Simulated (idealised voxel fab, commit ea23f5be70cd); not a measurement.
Herein follows the process module entitled voxel self aligned contacts.
Cross-sectional view cut (width: 210 nm; square cell size: 5 nm).
A cross-section is a grid of square cells, given in bands from the top down. A band is one or more rows of cells. Each band's line starts with the height of the band's top and of its bottom, in nm. Then come its materials from left to right, each with its width in nm. One material with "everywhere" fills the band from edge to edge. "blank" is empty space. Where do heights start? At 0: under that level the wafer as delivered is made of one material only. And the lowest band has no floor; it just carries on downward, as in "from 0 down". Graded width ("30 to 40"): value in top row of band = first number; value in bottom row = second number; row-to-row change constant. Key: "nothing got changed" - step with no changed cell in the cross-section. "Voids, enclosed" lists enclosed empty spaces (at least 8 cells, no open path upward to the top), each as width x height at distance from the left edge, in nm. after a step's settings: what the simulator itself notes on the step. The "overlay nm" setting may appear on a step's line; for a step that uses a mask, it gives how far to the right of its planned position the mask lay, and a negative value indicates the left.
**List of planned process steps**
- 1: RECEIVE | material Si
- 2: CONFORMAL_DEP | material SiO2 | thk nm 5
- 3: DIRECTIONAL_DEP | material polySi | thk nm 30
- 4: DIRECTIONAL_DEP | material SiN | thk nm 20
- 5: PATTERN | tone cover | mask id GATE | material resist | width nm 25 | pitch nm 50 | thk nm 15 | overlay nm 0
- 6: DIRECTIONAL_ETCH | etch materials SiN | depth nm 20
- 7: DIRECTIONAL_ETCH | etch materials polySi | depth nm 30
- 8: STRIP | etch materials resist
- 9: CONFORMAL_DEP | material SiN | thk nm 5
- 10: DIRECTIONAL_ETCH | etch materials SiN | depth nm 5
- 11: FILL_DEP | material SiO2 | thk nm 10
- 12: CMP | height nm 60
- 13: PATTERN | tone open | mask id CONTACT | material resist | width nm 35 | thk nm 15 | overlay nm 0
- 14: DIRECTIONAL_ETCH | etch materials SiO2 | depth nm 60
- 15: STRIP | etch materials resist
- 16: CONFORMAL_DEP | material TiN | thk nm 5
- 17: FILL_DEP | material Ru | thk nm 5
- 18: CMP | height nm 60
- 19: CONFORMAL_DEP | material SiN | thk nm 5
**As-received wafer cross-section (after step 1)**
  from 0 down  Si everywhere
  Voids, enclosed: none
**Final wafer profile in cross-section after the module, from the same start and plan as above, with one mistake made during processing**
  from 65 to 60  SiN everywhere
  from 60 to 55  55 Ru  30 TiN  35 SiO2  30 TiN  60 Ru
  from 55 to 35  55 Ru  5 TiN  35 SiN  15 SiO2  35 SiN  5 TiN  60 Ru
  from 35 to 5  55 Ru  5 TiN  5 SiN  25 polySi  5 SiN  15 SiO2  5 SiN  25 polySi  5 SiN  5 TiN  60 Ru
  from 5 to 0  60 TiN  85 SiO2  65 TiN
  from 0 down  Si everywhere
  Voids, enclosed: none
Short version of what went wrong: off-plan run, step 13, actual operation and settings PATTERN | tone cover | mask id CONTACT | material resist | width nm 35 | thk nm 15 | overlay nm 0
